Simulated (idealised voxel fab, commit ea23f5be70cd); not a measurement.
process module | voxel self aligned vias
cross-section cut | 290 nm wide | cells 5 nm
A cross-section is a grid of square cells, given in bands from the top down. A band is one or more rows of cells.
Each band's line starts with the height of the band's top and of its bottom, in nm. Then come its materials from left to right, each with its width in nm. One material with "throughout" fills the band from edge to edge. "air" is empty space.
Height 0 is the level under which the wafer as received is all one material. The lowest band goes on downwards, as in "0 down".
A width such as "30 to 40" changes by the same amount from each row of cells to the next, from the band's top row to its bottom row.
"no change" after a step means that no cell of the cross-section changed.
closed voids: empty space of 8 cells or more with no open way to the top, each as width x height at its distance from the left edge, in nm
after a step's settings: what the simulator itself notes on the step
overlay nm, on a step with a mask: how far to the right of its planned place the mask lay; to the left if negative
plan
1 op RECEIVE | material Si
2 op CONFORMAL_DEP | material SiO2 | thk nm 10
3 op CONFORMAL_DEP | material SiCN | thk nm 5
4 op DIRECTIONAL_DEP | material lowk | thk nm 25
5 op MASKED_ETCH | tone open | mask id LINES | width nm 25 | pitch nm 65 | etch materials lowk | depth nm 25 | overlay nm 0
6 op CONFORMAL_DEP | material TiN | thk nm 5
7 op FILL_DEP | material Ru | thk nm 5
8 op CMP | height nm 40
9 op SELECTIVE_ETCH | etch materials W Ru TiN | depth nm 10
10 op FILL_DEP | material SiN | thk nm 10
11 op CMP | height nm 40
12 op DIRECTIONAL_DEP | material lowk | thk nm 20
13 op MASKED_ETCH | tone open | mask id VIAS | width nm 45 | etch materials lowk | depth nm 20 | overlay nm 0
14 op MASKED_ETCH | tone open | mask id VIAS | width nm 45 | etch materials SiN | depth nm 10 | overlay nm 0
15 op CONFORMAL_DEP | material TiN | thk nm 5
16 op FILL_DEP | material Ru | thk nm 10
17 op CMP | height nm 60
18 op CONFORMAL_DEP | material SiCN | thk nm 5
first wafer, as planned
as received, after step 1
  0 down: Si throughout
  closed voids: none
after step 2
  10 to 0: SiO2 throughout
  below 0: unchanged
after step 3
  15 to 10: SiCN throughout
  below 10: unchanged
after step 4
  40 to 15: lowk throughout
  below 15: unchanged
after step 5
  40 to 15: lowk 100 | air 25 | lowk 40 | air 25 | lowk 100
  below 15: unchanged
after step 6
  45 to 40: TiN 105 | air 15 | TiN 50 | air 15 | TiN 105
  40 to 20: lowk 100 | TiN 5 | air 15 | TiN 5 | lowk 40 | TiN 5 | air 15 | TiN 5 | lowk 100
  20 to 15: lowk 100 | TiN 25 | lowk 40 | TiN 25 | lowk 100
  below 15: unchanged
after step 7
  50 to 45: Ru throughout
  45 to 40: TiN 105 | Ru 15 | TiN 50 | Ru 15 | TiN 105
  40 to 20: lowk 100 | TiN 5 | Ru 15 | TiN 5 | lowk 40 | TiN 5 | Ru 15 | TiN 5 | lowk 100
  below 20: unchanged
after step 8
  40 to 20: lowk 100 | TiN 5 | Ru 15 | TiN 5 | lowk 40 | TiN 5 | Ru 15 | TiN 5 | lowk 100
  below 20: unchanged
after step 9
  40 to 30: lowk 100 | air 25 | lowk 40 | air 25 | lowk 100
  below 30: unchanged
after step 10
  50 to 40: SiN throughout
  40 to 30: lowk 100 | SiN 25 | lowk 40 | SiN 25 | lowk 100
  below 30: unchanged
after step 11
  40 to 30: lowk 100 | SiN 25 | lowk 40 | SiN 25 | lowk 100
  below 30: unchanged
after step 12
  60 to 40: lowk throughout
  below 40: unchanged
after step 13
  60 to 40: lowk 90 | air 45 | lowk 155
  below 40: unchanged
after step 14
  60 to 40: lowk 90 | air 45 | lowk 155
  40 to 30: lowk 100 | air 25 | lowk 40 | SiN 25 | lowk 100
  below 30: unchanged
after step 15
  65 to 60: TiN 95 | air 35 | TiN 160
  60 to 45: lowk 90 | TiN 5 | air 35 | TiN 5 | lowk 155
  45 to 40: lowk 90 | TiN 15 | air 15 | TiN 15 | lowk 155
  40 to 35: lowk 100 | TiN 5 | air 15 | TiN 5 | lowk 40 | SiN 25 | lowk 100
  35 to 30: lowk 100 | TiN 25 | lowk 40 | SiN 25 | lowk 100
  below 30: unchanged
after step 16
  75 to 65: Ru throughout
  65 to 60: TiN 95 | Ru 35 | TiN 160
  60 to 45: lowk 90 | TiN 5 | Ru 35 | TiN 5 | lowk 155
  45 to 40: lowk 90 | TiN 15 | Ru 15 | TiN 15 | lowk 155
  40 to 35: lowk 100 | TiN 5 | Ru 15 | TiN 5 | lowk 40 | SiN 25 | lowk 100
  below 35: unchanged
after step 17
  60 to 45: lowk 90 | TiN 5 | Ru 35 | TiN 5 | lowk 155
  below 45: unchanged
after step 18
  65 to 60: SiCN throughout
  below 60: unchanged
second wafer: like start, like plan, one mistake. Through step 4 it matches the first wafer
when step 5 should have ended
  40 to 15: lowk 100 | air 30 | lowk 35 | air 30 | lowk 95
  below 15: unchanged
when step 6 should have ended
  45 to 40: TiN 105 | air 20 | TiN 45 | air 20 | TiN 100
  40 to 20: lowk 100 | TiN 5 | air 20 | TiN 5 | lowk 35 | TiN 5 | air 20 | TiN 5 | lowk 95
  20 to 15: lowk 100 | TiN 30 | lowk 35 | TiN 30 | lowk 95
  below 15: unchanged
when step 7 should have ended
  50 to 45: Ru throughout
  45 to 40: TiN 105 | Ru 20 | TiN 45 | Ru 20 | TiN 100
  40 to 20: lowk 100 | TiN 5 | Ru 20 | TiN 5 | lowk 35 | TiN 5 | Ru 20 | TiN 5 | lowk 95
  below 20: unchanged
when step 8 should have ended
  40 to 20: lowk 100 | TiN 5 | Ru 20 | TiN 5 | lowk 35 | TiN 5 | Ru 20 | TiN 5 | lowk 95
  below 20: unchanged
when step 9 should have ended
  40 to 30: lowk 100 | air 30 | lowk 35 | air 30 | lowk 95
  below 30: unchanged
when step 10 should have ended
  50 to 40: SiN throughout
  40 to 30: lowk 100 | SiN 30 | lowk 35 | SiN 30 | lowk 95
  below 30: unchanged
when step 11 should have ended
  40 to 30: lowk 100 | SiN 30 | lowk 35 | SiN 30 | lowk 95
  below 30: unchanged
when step 12 should have ended
  60 to 40: lowk throughout
  below 40: unchanged
when step 13 should have ended
  60 to 40: lowk 90 | air 45 | lowk 155
  below 40: unchanged
when step 14 should have ended
  60 to 40: lowk 90 | air 45 | lowk 155
  40 to 30: lowk 100 | air 30 | lowk 35 | SiN 30 | lowk 95
  below 30: unchanged
when step 15 should have ended
  65 to 60: TiN 95 | air 35 | TiN 160
  60 to 45: lowk 90 | TiN 5 | air 35 | TiN 5 | lowk 155
  45 to 40: lowk 90 | TiN 15 | air 20 | TiN 10 | lowk 155
  40 to 35: lowk 100 | TiN 5 | air 20 | TiN 5 | lowk 35 | SiN 30 | lowk 95
  35 to 30: lowk 100 | TiN 30 | lowk 35 | SiN 30 | lowk 95
  below 30: unchanged
when step 16 should have ended
  75 to 65: Ru throughout
  65 to 60: TiN 95 | Ru 35 | TiN 160
  60 to 45: lowk 90 | TiN 5 | Ru 35 | TiN 5 | lowk 155
  45 to 40: lowk 90 | TiN 15 | Ru 20 | TiN 10 | lowk 155
  40 to 35: lowk 100 | TiN 5 | Ru 20 | TiN 5 | lowk 35 | SiN 30 | lowk 95
  below 35: unchanged
when step 17 should have ended
  60 to 45: lowk 90 | TiN 5 | Ru 35 | TiN 5 | lowk 155
  below 45: unchanged
when step 18 should have ended
  65 to 60: SiCN throughout
  below 60: unchanged
what went wrong: step 5 ran as: op MASKED_ETCH | tone open | mask id LINES | width nm 30 | pitch nm 65 | etch materials lowk | depth nm 25 | overlay nm 0
at the end the second wafer has, in cells: 6 more of Ru | 2 more of SiN | 2 more of TiN | 10 fewer of lowk
